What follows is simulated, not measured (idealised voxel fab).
Presented below is a process module, voxel transistor to metal.
Cross-sectional view cut (width: 145 nm; square cell size: 5 nm).
Cross-section, as written here: a square-cell grid given band by band from the top down, where a band holds one or more rows of cells. In this notation a band is specified by the heights of its top and bottom, in that order and in nm, after which its materials appear from left to right, each paired with its width in nm. The word "all across" attached to a single material means that material fills the band from edge to edge; the word "empty" stands for empty space. Measure heights from 0. That's the level where, below it, the as-received wafer is all one material. The lowest band is bottomless and extends downward; write it as in "from 0 down". A width such as "30 to 40" changes by the same amount from each row of cells to the next, from the band's top row to its bottom row. Any step labelled "no change occurred" changed none of the cells in the cross-section. Entrapped void list: empty space of 8 cells or more with no open way to the top, each as width x height at its distance from the left edge, in nm. On each step's line, the part that comes after the settings is the simulator's own comment on the step. overlay nm: step with mask; distance mask lay right of planned place; negative value = left of planned place.

**The process steps that were planned are listed below**
1 RECEIVE,material Si
2 CONFORMAL_DEP,material SiO2,thk nm 5
3 CONFORMAL_DEP,material SiN,thk nm 10
4 DIRECTIONAL_DEP,material aC,thk nm 10
5 PATTERN,tone cover,mask id ACTIVE,material resist,width nm 105,thk nm 25,overlay nm 0
6 DIRECTIONAL_ETCH,etch materials aC,depth nm 10
7 STRIP,etch materials resist
8 DIRECTIONAL_ETCH,etch materials SiN,depth nm 10
9 DIRECTIONAL_ETCH,etch materials SiO2,depth nm 5
10 DIRECTIONAL_ETCH,etch materials Si,depth nm 25
11 STRIP,etch materials aC
12 FILL_DEP,material SiO2,thk nm 15
13 CMP,height nm 15
14 SELECTIVE_ETCH,etch materials SiO2,depth nm 5
15 STRIP,etch materials SiN
16 SELECTIVE_ETCH,etch materials SiO2,depth nm 5
17 OXIDIZE,depth nm 5
18 DIRECTIONAL_DEP,material polySi,thk nm 30
19 DIRECTIONAL_DEP,material SiCN,thk nm 10
20 MASKED_ETCH,tone cover,mask id GATE,width nm 25,etch materials SiCN,depth nm 20,overlay nm 0
21 MASKED_ETCH,tone cover,mask id GATE,width nm 25,etch materials polySi,depth nm 40,overlay nm 0
22 CONFORMAL_DEP,material SiO2,thk nm 5
23 DIRECTIONAL_ETCH,etch materials SiO2,depth nm 5
24 CONFORMAL_DEP,material SiN,thk nm 10
25 DIRECTIONAL_ETCH,etch materials SiN,depth nm 10
26 DIRECTIONAL_ETCH,etch materials SiO2,depth nm 5
27 DIRECTIONAL_ETCH,etch materials Si,depth nm 5
28 EPI,material nSi,thk nm 10
29 FILL_DEP,material SiO2,thk nm 10
30 CMP,height nm 40
31 DIRECTIONAL_DEP,material SiO2,thk nm 15
32 MASKED_ETCH,tone open,mask id CONTACT,width nm 15,pitch nm 80,etch materials SiO2,depth nm 50,overlay nm 0
33 CONFORMAL_DEP,material TiN,thk nm 5
34 FILL_DEP,material Ru,thk nm 10
35 CMP,height nm 55
36 CONFORMAL_DEP,material SiCN,thk nm 5
37 DIRECTIONAL_DEP,material lowk,thk nm 25
38 DIRECTIONAL_DEP,material aC,thk nm 15
39 PATTERN,tone open,mask id METAL_1,material resist,width nm 15,pitch nm 80,thk nm 30,overlay nm 0
40 DIRECTIONAL_ETCH,etch materials aC,depth nm 15
41 STRIP,etch materials resist
42 DIRECTIONAL_ETCH,etch materials lowk,depth nm 25
43 DIRECTIONAL_ETCH,etch materials SiCN,depth nm 5
44 STRIP,etch materials aC
45 CONFORMAL_DEP,material TiN,thk nm 5
46 FILL_DEP,material Cu,thk nm 10
47 CMP,height nm 85
48 CONFORMAL_DEP,material SiCN,thk nm 5
49 DIRECTIONAL_DEP,material SiO2,thk nm 25
50 DIRECTIONAL_DEP,material aC,thk nm 10
51 PATTERN,tone open,mask id METAL_2,material resist,width nm 15,pitch nm 80,thk nm 30,overlay nm 0
52 DIRECTIONAL_ETCH,etch materials aC,depth nm 10
53 STRIP,etch materials resist
54 DIRECTIONAL_ETCH,etch materials SiO2,depth nm 15
55 STRIP,etch materials aC
56 DIRECTIONAL_DEP,material aC,thk nm 15
57 PATTERN,tone open,mask id METAL_2_HOLES,material resist,width nm 15,pitch nm 80,thk nm 30,overlay nm 0
58 DIRECTIONAL_ETCH,etch materials aC,depth nm 15
59 STRIP,etch materials resist
60 DIRECTIONAL_ETCH,etch materials SiO2,depth nm 10
61 DIRECTIONAL_ETCH,etch materials SiCN,depth nm 5
62 STRIP,etch materials aC
63 CONFORMAL_DEP,material TiN,thk nm 5
64 FILL_DEP,material Cu,thk nm 10
65 CMP,height nm 115
66 CONFORMAL_DEP,material SiCN,thk nm 5

**Wafer at receipt (post step 1), cross-section**
    from 0 down: Si all across
    Entrapped void list: none

**End state of the module in cross-section, given the above starting point and plan and one mistake in execution**
    from 120 to 115: SiCN all across
    from 115 to 100: 25 of SiO2  15 of polySi  65 of SiO2  15 of polySi  25 of SiO2
    from 100 to 90: SiO2 all across
    from 90 to 85: SiCN all across
    from 85 to 60: 25 of lowk  5 of TiN  5 of Cu  5 of TiN  65 of lowk  5 of TiN  5 of Cu  5 of TiN  25 of lowk
    from 60 to 55: 25 of SiCN  15 of TiN  65 of SiCN  15 of TiN  25 of SiCN
    from 55 to 40: 25 of SiO2  5 of TiN  5 of Ru  5 of TiN  65 of SiO2  5 of TiN  5 of Ru  5 of TiN  25 of SiO2
    from 40 to 30: 25 of SiO2  5 of TiN  5 of Ru  5 of TiN  5 of SiO2  10 of SiN  5 of SiO2  25 of SiCN  5 of SiO2  10 of SiN  5 of SiO2  5 of TiN  5 of Ru  5 of TiN  25 of SiO2
    from 30 to 10: 25 of SiO2  5 of TiN  5 of Ru  5 of TiN  5 of SiO2  10 of SiN  5 of SiO2  25 of polySi  5 of SiO2  10 of SiN  5 of SiO2  5 of TiN  5 of Ru  5 of TiN  25 of SiO2
    from 10 to 5: 25 of SiO2  15 of TiN  5 of SiO2  10 of SiN  5 of SiO2  25 of polySi  5 of SiO2  10 of SiN  5 of SiO2  15 of TiN  25 of SiO2
    from 5 to 0: 20 of SiO2  10 of SiN  15 of nSi  10 of SiN  5 of SiO2  25 of polySi  5 of SiO2  10 of SiN  15 of nSi  10 of SiN  20 of SiO2
    from 0 to -5: 30 of SiO2  15 of nSi  55 of SiO2  15 of nSi  30 of SiO2
    from -5 to -10: 20 of SiO2  10 of Si  15 of nSi  55 of Si  15 of nSi  10 of Si  20 of SiO2
    from -10 to -25: 20 of SiO2  105 of Si  20 of SiO2
    from -25 down: Si all across
    Entrapped void list: none
Against the plan, the run slipped here: not per plan at step 56, really ran DIRECTIONAL_DEP,material polySi,thk nm 15
